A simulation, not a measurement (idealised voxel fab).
Documented hereafter: the process module known as voxel trench capacitor.
The figure presents cross-section cut, which has a width of 235 nm and is divided into square cells with an edge length of 5 nm.
Each cross-section below is a grid of square cells, stated as bands in top-down order, with one or more rows of cells making up each band.
Heads up on the band format: heights come first, top then bottom, in nm. After that it's the materials left to right, each with its width in nm. A single material flagged "throughout" fills the whole band edge to edge, and "air" means there's empty space there.
Convention: height 0 is the level below which the wafer, as received, is all one material. The lowest band does not terminate at the bottom but continues downward, represented as "from 0 down".
It should be noted that a width expressed as "30..40" varies in equal increments from row to row of cells within the band, taking the value of the first number at the top row and that of the second number at the bottom row.
The cross-section has no changed cell in any step marked "all unchanged".
The label "Cavities, closed" introduces a list of the empty spaces, 8 cells or larger, that have no open way up to the top; each entry in it reads width x height at distance, where the distance is taken from the left edge and all three are stated in nm.
On each step's line, the part that comes after the settings is the simulator's own comment on the step.
What "overlay nm" on a step's line means: if the step has a mask, that mask lay this far to the right of its planned place, or, when the value is negative, to the left.

# Planned step list for the process
1,op RECEIVE | material Si
2,op CONFORMAL_DEP | material SiN | thk nm 10
3,op MASKED_ETCH | tone open | mask id TRENCH | width nm 15 | pitch nm 45 | etch materials SiN | depth nm 10 | overlay nm 0
4,op MASKED_ETCH | tone open | mask id TRENCH | width nm 15 | pitch nm 45 | etch materials Si | depth nm 25 | overlay nm 0
5,op CONFORMAL_DEP | material SiO2 | thk nm 5
6,op FILL_DEP | material polySi | thk nm 5
7,op CMP | height nm 10

# First of two wafers: run as planned

# Cross-section of the wafer upon arrival, representing the state reached after step 1
	from 0 down | Si throughout
	Cavities, closed: none

# Upon completion of step 2, the wafer appears in cross-section as shown
	from 10 to 0 | SiN throughout
	Under 0: no change, same as before.

# Upon completion of step 3, the wafer appears in cross-section as shown
	from 10 to 0 | SiN 85, then air 15, then SiN 30, then air 15, then SiN 90
	Under 0: no change, same as before.

# Upon completion of step 4, the wafer appears in cross-section as shown
	from 10 to 0 | SiN 85, then air 15, then SiN 30, then air 15, then SiN 90
	from 0 to -25 | Si 85, then air 15, then Si 30, then air 15, then Si 90
	Under -25: no change, same as before.

# Upon completion of step 5, the wafer appears in cross-section as shown
	from 15 to 10 | SiO2 90, then air 5, then SiO2 40, then air 5, then SiO2 95
	from 10 to 0 | SiN 85, then SiO2 5, then air 5, then SiO2 5, then SiN 30, then SiO2 5, then air 5, then SiO2 5, then SiN 90
	from 0 to -20 | Si 85, then SiO2 5, then air 5, then SiO2 5, then Si 30, then SiO2 5, then air 5, then SiO2 5, then Si 90
	from -20 to -25 | Si 85, then SiO2 15, then Si 30, then SiO2 15, then Si 90
	Under -25: no change, same as before.

# Upon completion of step 6, the wafer appears in cross-section as shown
	from 20 to 15 | polySi throughout
	from 15 to 10 | SiO2 90, then polySi 5, then SiO2 40, then polySi 5, then SiO2 95
	from 10 to 0 | SiN 85, then SiO2 5, then polySi 5, then SiO2 5, then SiN 30, then SiO2 5, then polySi 5, then SiO2 5, then SiN 90
	from 0 to -20 | Si 85, then SiO2 5, then polySi 5, then SiO2 5, then Si 30, then SiO2 5, then polySi 5, then SiO2 5, then Si 90
	Under -20: no change, same as before.

# Upon completion of step 7, the wafer appears in cross-section as shown
	from 10 to 0 | SiN 85, then SiO2 5, then polySi 5, then SiO2 5, then SiN 30, then SiO2 5, then polySi 5, then SiO2 5, then SiN 90
	Under 0: no change, same as before.

# Second wafer: same start and same plan as the first, one execution error; identical to the first through step 1

Second wafer: cross-section at the scheduled end of step 2: all unchanged

Second wafer: cross-section at the scheduled end of step 3: all unchanged

# Second wafer: cross-section at the scheduled end of step 4
	from 0 to -25 | Si 85, then air 15, then Si 30, then air 15, then Si 90
	Under -25: no change, same as before.

# Second wafer: cross-section at the scheduled end of step 5
	from 5 to 0 | SiO2 90, then air 5, then SiO2 40, then air 5, then SiO2 95
	from 0 to -20 | Si 85, then SiO2 5, then air 5, then SiO2 5, then Si 30, then SiO2 5, then air 5, then SiO2 5, then Si 90
	from -20 to -25 | Si 85, then SiO2 15, then Si 30, then SiO2 15, then Si 90
	Under -25: no change, same as before.

# Second wafer: cross-section at the scheduled end of step 6
	from 10 to 5 | polySi throughout
	from 5 to 0 | SiO2 90, then polySi 5, then SiO2 40, then polySi 5, then SiO2 95
	from 0 to -20 | Si 85, then SiO2 5, then polySi 5, then SiO2 5, then Si 30, then SiO2 5, then polySi 5, then SiO2 5, then Si 90
	Under -20: no change, same as before.

Second wafer: cross-section at the scheduled end of step 7: all unchanged
Diagnosis: step 2 was left out
Once processing is complete, comparing cell counts shows that the second wafer has more or fewer of certain materials than the first: 82 fewer of SiN | 37 more of SiO2 | 45 more of polySi
